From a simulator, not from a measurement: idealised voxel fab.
This section sets out a process module, namely voxel transistor to metal.
The cross-section shown here is cut; it is 150 nm wide and divided into square cells measuring 5 nm on a side.
A cross-section is a grid of square cells, given in bands from the top down. A band is one or more rows of cells.
Per band: top height and bottom height in nm, followed by the left-to-right materials and their widths in nm; "full width" marks a single material spanning edge to edge, "air" marks empty space.
Zero point of the height axis is 0; under it, received wafer = one material. Lowest band: continues down indefinitely, "0 nm and below".
Width: "30..40" (first number = top row, second number = bottom row, same change from row to row of cells).
For the purposes of this document, the phrase "everything unchanged" attached to a step denotes that no cell within the cross-section was modified by that step.
"Fully sealed voids" specifies each empty space that is not open to the top and that occupies no fewer than 8 cells, using the form width x height at distance, the distance measured from the left edge and all three quantities in nm.
Step line, after settings: the simulator's comment on this step.
When a step includes a mask, the "overlay nm" setting on its line states how far to the right of its planned place that mask lay, and negative values state how far to the left.
### This section lists the process steps that were planned
1) op RECEIVE | material Si
2) op CONFORMAL_DEP | material SiO2 | thk nm 5
3) op CONFORMAL_DEP | material SiN | thk nm 15
4) op MASKED_ETCH | tone cover | mask id ACTIVE | width nm 105 | etch materials SiN | depth nm 15 | overlay nm 0
5) op MASKED_ETCH | tone cover | mask id ACTIVE | width nm 105 | etch materials SiO2 | depth nm 5 | overlay nm 0
6) op MASKED_ETCH | tone cover | mask id ACTIVE | width nm 105 | etch materials Si | depth nm 30 | overlay nm 0
7) op FILL_DEP | material SiO2 | thk nm 10
8) op CMP | height nm 20
9) op SELECTIVE_ETCH | etch materials SiO2 | depth nm 10
10) op STRIP | etch materials SiN
11) op SELECTIVE_ETCH | etch materials SiO2 | depth nm 5
12) op OXIDIZE | depth nm 5
13) op DIRECTIONAL_DEP | material polySi | thk nm 20
14) op DIRECTIONAL_DEP | material SiCN | thk nm 10
15) op MASKED_ETCH | tone cover | mask id GATE | width nm 15 | etch materials SiCN | depth nm 20 | overlay nm 0
16) op MASKED_ETCH | tone cover | mask id GATE | width nm 25 | etch materials polySi | depth nm 30 | overlay nm 0
17) op CONFORMAL_DEP | material SiN | thk nm 5
18) op DIRECTIONAL_ETCH | etch materials SiN | depth nm 5
19) op DIRECTIONAL_ETCH | etch materials SiO2 | depth nm 5
20) op EPI | material nSi | thk nm 5
21) op FILL_DEP | material SiO2 | thk nm 10
22) op CMP | height nm 30
23) op DIRECTIONAL_DEP | material SiO2 | thk nm 10
24) op MASKED_ETCH | tone open | mask id CONTACT | width nm 15 | pitch nm 80 | etch materials SiO2 | depth nm 40 | overlay nm 0
25) op CONFORMAL_DEP | material TiN | thk nm 5
26) op FILL_DEP | material W | thk nm 10
27) op CMP | height nm 40
28) op CONFORMAL_DEP | material SiCN | thk nm 5
29) op DIRECTIONAL_DEP | material SiO2 | thk nm 15
30) op MASKED_ETCH | tone open | mask id METAL_1 | width nm 15 | pitch nm 80 | etch materials SiO2 | depth nm 15 | overlay nm 0
31) op MASKED_ETCH | tone open | mask id METAL_1 | width nm 15 | pitch nm 80 | etch materials SiCN | depth nm 5 | overlay nm 0
32) op CONFORMAL_DEP | material TiN | thk nm 5
33) op FILL_DEP | material Cu | thk nm 10
34) op CMP | height nm 60
35) op CONFORMAL_DEP | material SiCN | thk nm 5
36) op DIRECTIONAL_DEP | material SiO2 | thk nm 25
37) op MASKED_ETCH | tone open | mask id METAL_2 | width nm 15 | pitch nm 80 | etch materials SiO2 | depth nm 15 | overlay nm 0
38) op MASKED_ETCH | tone open | mask id METAL_2_HOLES | width nm 15 | pitch nm 80 | etch materials SiO2 | depth nm 10 | overlay nm 0
39) op MASKED_ETCH | tone open | mask id METAL_2_HOLES | width nm 15 | pitch nm 80 | etch materials SiCN | depth nm 5 | overlay nm 0
40) op CONFORMAL_DEP | material TiN | thk nm 5
41) op FILL_DEP | material Ru | thk nm 10
42) op CMP | height nm 90
43) op CONFORMAL_DEP | material SiN | thk nm 5
varied across the wafers: width nm of step 15. The plan shows the first wafer's value. All wafers start alike
### After step 1, as received: first of several wafers, cross-section
* 0 nm and below | Si full width
* Fully sealed voids: none
### Each row below is a wafer at the end of the module, listing for every material the number of cells it has gained (+) or lost (-) since it was received, followed by its closed voids
width nm 15 | +6 Cu | +10 Ru | -75 Si | +54 SiCN | +44 SiN | +405 SiO2 | +78 TiN | +14 W | +14 nSi | +20 polySi | Fully sealed voids: none
width nm 20 | +6 Cu | +10 Ru | -75 Si | +56 SiCN | +44 SiN | +403 SiO2 | +78 TiN | +14 W | +14 nSi | +20 polySi | Fully sealed voids: none
width nm 25 | +6 Cu | +10 Ru | -75 Si | +58 SiCN | +44 SiN | +401 SiO2 | +78 TiN | +14 W | +14 nSi | +20 polySi | Fully sealed voids: none
width nm 30 | +6 Cu | +10 Ru | -75 Si | +60 SiCN | +44 SiN | +396 SiO2 | +78 TiN | +14 W | +13 nSi | +24 polySi | Fully sealed voids: none
width nm 35 | +6 Cu | +10 Ru | -75 Si | +62 SiCN | +44 SiN | +391 SiO2 | +78 TiN | +14 W | +12 nSi | +28 polySi | Fully sealed voids: none
width nm 40 | +6 Cu | +10 Ru | -75 Si | +64 SiCN | +44 SiN | +386 SiO2 | +78 TiN | +14 W | +11 nSi | +32 polySi | Fully sealed voids: none
